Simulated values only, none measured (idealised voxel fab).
process module | voxel capacitor over wiring
cross-section cut | 260 nm wide | cells 5 nm
A cross-section is a grid of square cells, given in bands from the top down. A band is one or more rows of cells.
Each band's line starts with the height of the band's top and of its bottom, in nm. Then come its materials from left to right, each with its width in nm. One material with "throughout" fills the band from edge to edge. "air" is empty space.
Height 0 is the level under which the wafer as received is all one material. The lowest band goes on downwards, as in "0 down".
A width such as "30 to 40" changes by the same amount from each row of cells to the next, from the band's top row to its bottom row.
"no change" after a step means that no cell of the cross-section changed.
closed voids: empty space of 8 cells or more with no open way to the top, each as width x height at its distance from the left edge, in nm
after a step's settings: what the simulator itself notes on the step
overlay nm, on a step with a mask: how far to the right of its planned place the mask lay; to the left if negative
plan
1 op RECEIVE | material Si
2 op CONFORMAL_DEP | material SiO2 | thk nm 15
3 op DIRECTIONAL_DEP | material TiN | thk nm 5
4 op DIRECTIONAL_DEP | material Ru | thk nm 25
5 op PATTERN | tone cover | mask id METAL_1 | material resist | width nm 25 | pitch nm 95 | thk nm 15 | overlay nm 0
6 op DIRECTIONAL_ETCH | etch materials Ru | depth nm 25
7 op DIRECTIONAL_ETCH | etch materials TiN | depth nm 5
8 op STRIP | etch materials resist
9 op FILL_DEP | material SiO2 | thk nm 5
10 op CMP | height nm 45
11 op CONFORMAL_DEP | material SiCN | thk nm 5
12 op DIRECTIONAL_DEP | material SiO2 | thk nm 10
13 op DIRECTIONAL_DEP | material aC | thk nm 10
14 op PATTERN | tone open | mask id PLUG_1 | material resist | width nm 15 | thk nm 25 | overlay nm 0
15 op DIRECTIONAL_ETCH | etch materials aC | depth nm 10
16 op STRIP | etch materials resist
17 op DIRECTIONAL_ETCH | etch materials SiO2 | depth nm 10
18 op DIRECTIONAL_ETCH | etch materials SiCN | depth nm 5
19 op STRIP | etch materials aC
20 op EPI | material Ru | thk nm 10
21 op EPI | material Ru | thk nm 5
22 op DIRECTIONAL_DEP | material TiN | thk nm 5
23 op DIRECTIONAL_DEP | material Al2O3 | thk nm 5
24 op DIRECTIONAL_DEP | material TiN | thk nm 5
25 op MASKED_ETCH | tone cover | mask id UPPER_PLATE | width nm 75 | etch materials TiN | depth nm 5 | overlay nm 0
26 op MASKED_ETCH | tone cover | mask id UPPER_PLATE | width nm 75 | etch materials Al2O3 | depth nm 5 | overlay nm 0
27 op DIRECTIONAL_DEP | material aC | thk nm 15
28 op PATTERN | tone cover | mask id LOWER_PLATE | material resist | width nm 85 | thk nm 30 | overlay nm 0
29 op DIRECTIONAL_ETCH | etch materials aC | depth nm 15
30 op STRIP | etch materials resist
31 op DIRECTIONAL_ETCH | etch materials TiN | depth nm 5
32 op STRIP | etch materials aC
33 op FILL_DEP | material SiO2 | thk nm 15
34 op CMP | height nm 85
35 op MASKED_ETCH | tone open | mask id PLUG_2 | width nm 15 | etch materials SiO2 | depth nm 10 | overlay nm 0
36 op CONFORMAL_DEP | material TiN | thk nm 5
37 op FILL_DEP | material W | thk nm 5
38 op CMP | height nm 85
39 op CONFORMAL_DEP | material SiN | thk nm 5
as received, after step 1
  0 down: Si throughout
  closed voids: none
first wafer at the end, as planned
  90 to 85: SiN throughout
  85 to 80: SiO2 90 | TiN 5 | W 5 | TiN 5 | SiO2 155
  80 to 70: SiO2 90 to 80 | TiN 15 to 75 | SiO2 155 to 105
  70 to 65: SiO2 80 | Al2O3 75 | SiO2 105
  65 to 60: SiO2 75 | TiN 85 | SiO2 100
  60 to 50: SiO2 80 | Ru 15 | SiO2 165
  50 to 45: SiCN 80 | Ru 15 | SiCN 165
  45 to 20: SiO2 70 | Ru 25 | SiO2 70 | Ru 25 | SiO2 70
  20 to 15: SiO2 70 | TiN 25 | SiO2 70 | TiN 25 | SiO2 70
  15 to 0: SiO2 throughout
  0 down: Si throughout
  closed voids: none
second wafer at the end: like start, like plan, one mistake
  90 to 85: SiN throughout
  85 to 80: SiO2 90 | TiN 5 | W 5 | TiN 5 | SiO2 155
  80 to 75: SiO2 90 | TiN 15 | SiO2 155
  75 to 70: SiO2 75 | TiN 5 | SiO2 75 | TiN 5 | SiO2 100
  70 to 65: Al2O3 throughout
  65 to 60: TiN throughout
  60 to 50: SiO2 80 | Ru 15 | SiO2 165
  50 to 45: SiCN 80 | Ru 15 | SiCN 165
  45 to 20: SiO2 70 | Ru 25 | SiO2 70 | Ru 25 | SiO2 70
  20 to 15: SiO2 70 | TiN 25 | SiO2 70 | TiN 25 | SiO2 70
  15 to 0: SiO2 throughout
  0 down: Si throughout
  closed voids: none
what went wrong: step 25 ran as: op MASKED_ETCH | tone open | mask id UPPER_PLATE | width nm 75 | etch materials TiN | depth nm 5 | overlay nm 0
at the end the second wafer has, in cells: 37 more of Al2O3 | 59 fewer of SiO2 | 22 more of TiN
